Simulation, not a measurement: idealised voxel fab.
process module | voxel ribs on slabs
cross-section cut | 155 nm wide | cells 5 nm
A cross-section is a grid of square cells, given in bands from the top down. A band is one or more rows of cells.
Each band's line starts with the height of the band's top and of its bottom, in nm. Then come its materials from left to right, each with its width in nm. One material with "throughout" fills the band from edge to edge. "air" is empty space.
Height 0 is the level under which the wafer as received is all one material. The lowest band goes on downwards, as in "0 down".
A width such as "30 to 40" changes by the same amount from each row of cells to the next, from the band's top row to its bottom row.
"no change" after a step means that no cell of the cross-section changed.
closed voids: empty space of 8 cells or more with no open way to the top, each as width x height at its distance from the left edge, in nm
after a step's settings: what the simulator itself notes on the step
overlay nm, on a step with a mask: how far to the right of its planned place the mask lay; to the left if negative
plan
1 op RECEIVE | material Si
2 op DIRECTIONAL_DEP | material SiO2 | thk nm 30
3 op DIRECTIONAL_DEP | material polySi | thk nm 20
4 op PATTERN | tone cover | mask id RIB | material resist | width nm 15 | thk nm 15 | overlay nm 0
5 op DIRECTIONAL_ETCH | etch materials polySi | depth nm 10
6 op STRIP | etch materials resist
7 op DIRECTIONAL_DEP | material aC | thk nm 15
8 op PATTERN | tone cover | mask id SLAB | material resist | width nm 75 | thk nm 35 | overlay nm 0
9 op DIRECTIONAL_ETCH | etch materials aC | depth nm 15
10 op STRIP | etch materials resist
11 op DIRECTIONAL_ETCH | etch materials polySi | depth nm 10
12 op STRIP | etch materials aC
13 op FILL_DEP | material SiO2 | thk nm 25
14 op CMP | height nm 65
15 op DIRECTIONAL_DEP | material W | thk nm 10
16 op PATTERN | tone cover | mask id HEATER | material resist | width nm 25 | thk nm 15 | overlay nm 0
17 op DIRECTIONAL_ETCH | etch materials W | depth nm 10
18 op STRIP | etch materials resist
19 op CONFORMAL_DEP | material SiO2 | thk nm 5
as received, after step 1
  0 down: Si throughout
  closed voids: none
first wafer at the end, as planned
  80 to 75: air 60 | SiO2 35 | air 60
  75 to 70: air 60 | SiO2 5 | W 25 | SiO2 5 | air 60
  70 to 65: SiO2 65 | W 25 | SiO2 65
  65 to 50: SiO2 throughout
  50 to 40: SiO2 70 | polySi 15 | SiO2 70
  40 to 30: SiO2 40 | polySi 75 | SiO2 40
  30 to 0: SiO2 throughout
  0 down: Si throughout
  closed voids: none
second wafer at the end: like start, like plan, one mistake
  80 to 75: air 60 | SiO2 35 | air 60
  75 to 70: air 60 | SiO2 5 | W 25 | SiO2 5 | air 60
  70 to 65: SiO2 65 | W 25 | SiO2 65
  65 to 50: SiO2 throughout
  50 to 30: W throughout
  30 to 0: SiO2 throughout
  0 down: Si throughout
  closed voids: none
what went wrong: step 3 ran as: op DIRECTIONAL_DEP | material W | thk nm 20
at the end the second wafer has, in cells: 88 fewer of SiO2 | 124 more of W | 36 fewer of polySi
